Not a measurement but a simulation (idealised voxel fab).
You're looking at the process module voxel gate over fins.
Shown is cross-section cut, with a width of 195 nm and square cells of size 5 nm.
Throughout this document, each cross-section is represented as a grid of square cells and is presented as a sequence of bands enumerated from the top downward, where a band comprises one or more rows of cells.
A band entry consists of two parts. The first gives the height of the band's top and the height of its bottom, in nm. The rest lists the band's materials from left to right, each with its width in nm. A single material labelled with the word "all across" fills the band from edge to edge, and the word "air" marks empty space.
We count height from 0. Below that, the starting wafer is all one material. The lowest band never ends at the bottom but goes on down; see "0 nm and below" for how that is written.
Quick explanation for "30 to 40": the width changes in equal steps down the rows of cells, from the first number in the band's top row to the second number in its bottom row.
Where a step carries "left unchanged", the cross-section came out of it unchanged, cell for cell.
Empty spaces without an open route to the top, at least 8 cells in extent, make up the entry "Non-vented voids"; each is given as width x height at distance, where the distance is measured from the left edge, and all are in nm.
Heads up: the bit after the settings on a step's line is the simulator's remark on that step.
The optional step-line setting "overlay nm" applies to steps with a mask and quantifies how far to the right of its planned location the mask lay, a negative value indicating leftward placement.
The planned process steps are enumerated hereunder
| 1 | RECEIVE: material Si |
| 2 | CONFORMAL_DEP: material SiN, thk nm 5 |
| 3 | DIRECTIONAL_DEP: material aC, thk nm 15 |
| 4 | PATTERN: tone cover, mask id FINS, material resist, width nm 15, pitch nm 50, thk nm 35, overlay nm 0 |
| 5 | DIRECTIONAL_ETCH: etch materials aC, depth nm 15 |
| 6 | STRIP: etch materials resist |
| 7 | DIRECTIONAL_ETCH: etch materials SiN, depth nm 5 |
| 8 | DIRECTIONAL_ETCH: etch materials Si, depth nm 40 |
| 9 | STRIP: etch materials aC |
| 10 | FILL_DEP: material SiO2, thk nm 15 |
| 11 | CMP: height nm 5 |
| 12 | DIRECTIONAL_DEP: material aC, thk nm 15 |
| 13 | PATTERN: tone open, mask id RAIL, material resist, width nm 15, thk nm 30, overlay nm 0 |
| 14 | DIRECTIONAL_ETCH: etch materials aC, depth nm 15 |
| 15 | STRIP: etch materials resist |
| 16 | DIRECTIONAL_ETCH: etch materials SiO2, depth nm 40 |
| 17 | STRIP: etch materials aC |
| 18 | CONFORMAL_DEP: material TiN, thk nm 5 |
| 19 | FILL_DEP: material W, thk nm 5 |
| 20 | CMP: height nm 5 |
| 21 | SELECTIVE_ETCH: etch materials W Ru TiN, depth nm 25 |
| 22 | FILL_DEP: material SiO2, thk nm 5 |
| 23 | CMP: height nm 5 |
| 24 | SELECTIVE_ETCH: etch materials SiO2, depth nm 15 |
| 25 | STRIP: etch materials SiN |
| 26 | CONFORMAL_DEP: material HfO2, thk nm 5 |
| 27 | CONFORMAL_DEP: material TiN, thk nm 5 |
| 28 | CONFORMAL_DEP: material TiAl, thk nm 5 |
| 29 | CONFORMAL_DEP: material TiN, thk nm 5 |
| 30 | FILL_DEP: material W, thk nm 10 |
| 31 | CMP: height nm 25 |
| 32 | CONFORMAL_DEP: material SiN, thk nm 10 |
Cross-section: wafer on arrival = after step 1
  0 nm and below | Si all across
  Non-vented voids: none
The first of the two wafers as seen in cross-section once the module was finished; processing followed the plan
  35 nm to 25 nm | SiN all across
  25 nm to 20 nm | W all across
  20 nm to 15 nm | W 45 nm / TiN 105 nm / W 45 nm
  15 nm to 10 nm | W 45 nm / TiN 5 nm / TiAl 45 nm / TiN 5 nm / TiAl 45 nm / TiN 5 nm / W 45 nm
  10 nm to 5 nm | TiN 50 nm / TiAl 5 nm / TiN 35 nm / TiAl 5 nm / TiN 5 nm / TiAl 5 nm / TiN 35 nm / TiAl 5 nm / TiN 50 nm
  5 nm to 0 nm | TiAl 55 nm / TiN 5 nm / HfO2 25 nm / TiN 5 nm / TiAl 15 nm / TiN 5 nm / HfO2 25 nm / TiN 5 nm / TiAl 55 nm
  0 nm to -5 nm | TiN 60 nm / HfO2 5 nm / Si 15 nm / HfO2 5 nm / TiN 25 nm / HfO2 5 nm / Si 15 nm / HfO2 5 nm / TiN 60 nm
  -5 nm to -10 nm | HfO2 65 nm / Si 15 nm / HfO2 35 nm / Si 15 nm / HfO2 65 nm
  -10 nm to -20 nm | SiO2 65 nm / Si 15 nm / SiO2 35 nm / Si 15 nm / SiO2 65 nm
  -20 nm to -30 nm | SiO2 65 nm / Si 15 nm / SiO2 10 nm / TiN 5 nm / W 5 nm / TiN 5 nm / SiO2 10 nm / Si 15 nm / SiO2 65 nm
  -30 nm to -35 nm | SiO2 65 nm / Si 15 nm / SiO2 10 nm / TiN 15 nm / SiO2 10 nm / Si 15 nm / SiO2 65 nm
  -35 nm to -40 nm | SiO2 65 nm / Si 15 nm / SiO2 35 nm / Si 15 nm / SiO2 65 nm
  -40 nm and below | Si all across
  Non-vented voids: none
End of module, second wafer, cross-section. Started like the first, planned like the first, run with one mistake
  30 nm to 25 nm | SiN all across
  25 nm to 20 nm | W all across
  20 nm to 15 nm | W 45 nm / TiN 105 nm / W 45 nm
  15 nm to 10 nm | W 45 nm / TiN 5 nm / TiAl 45 nm / TiN 5 nm / TiAl 45 nm / TiN 5 nm / W 45 nm
  10 nm to 5 nm | TiN 50 nm / TiAl 5 nm / TiN 35 nm / TiAl 5 nm / TiN 5 nm / TiAl 5 nm / TiN 35 nm / TiAl 5 nm / TiN 50 nm
  5 nm to 0 nm | TiAl 55 nm / TiN 5 nm / HfO2 25 nm / TiN 5 nm / TiAl 15 nm / TiN 5 nm / HfO2 25 nm / TiN 5 nm / TiAl 55 nm
  0 nm to -5 nm | TiN 60 nm / HfO2 5 nm / Si 15 nm / HfO2 5 nm / TiN 25 nm / HfO2 5 nm / Si 15 nm / HfO2 5 nm / TiN 60 nm
  -5 nm to -10 nm | HfO2 65 nm / Si 15 nm / HfO2 35 nm / Si 15 nm / HfO2 65 nm
  -10 nm to -20 nm | SiO2 65 nm / Si 15 nm / SiO2 35 nm / Si 15 nm / SiO2 65 nm
  -20 nm to -30 nm | SiO2 65 nm / Si 15 nm / SiO2 10 nm / TiN 5 nm / W 5 nm / TiN 5 nm / SiO2 10 nm / Si 15 nm / SiO2 65 nm
  -30 nm to -35 nm | SiO2 65 nm / Si 15 nm / SiO2 10 nm / TiN 15 nm / SiO2 10 nm / Si 15 nm / SiO2 65 nm
  -35 nm to -40 nm | SiO2 65 nm / Si 15 nm / SiO2 35 nm / Si 15 nm / SiO2 65 nm
  -40 nm and below | Si all across
  Non-vented voids: none
Here's what went sideways: heads up, step 32 didn't go per plan, it actually ran as CONFORMAL_DEP: material SiN, thk nm 5
Final cells, second wafer relative to first, materials higher or lower: -39 SiN
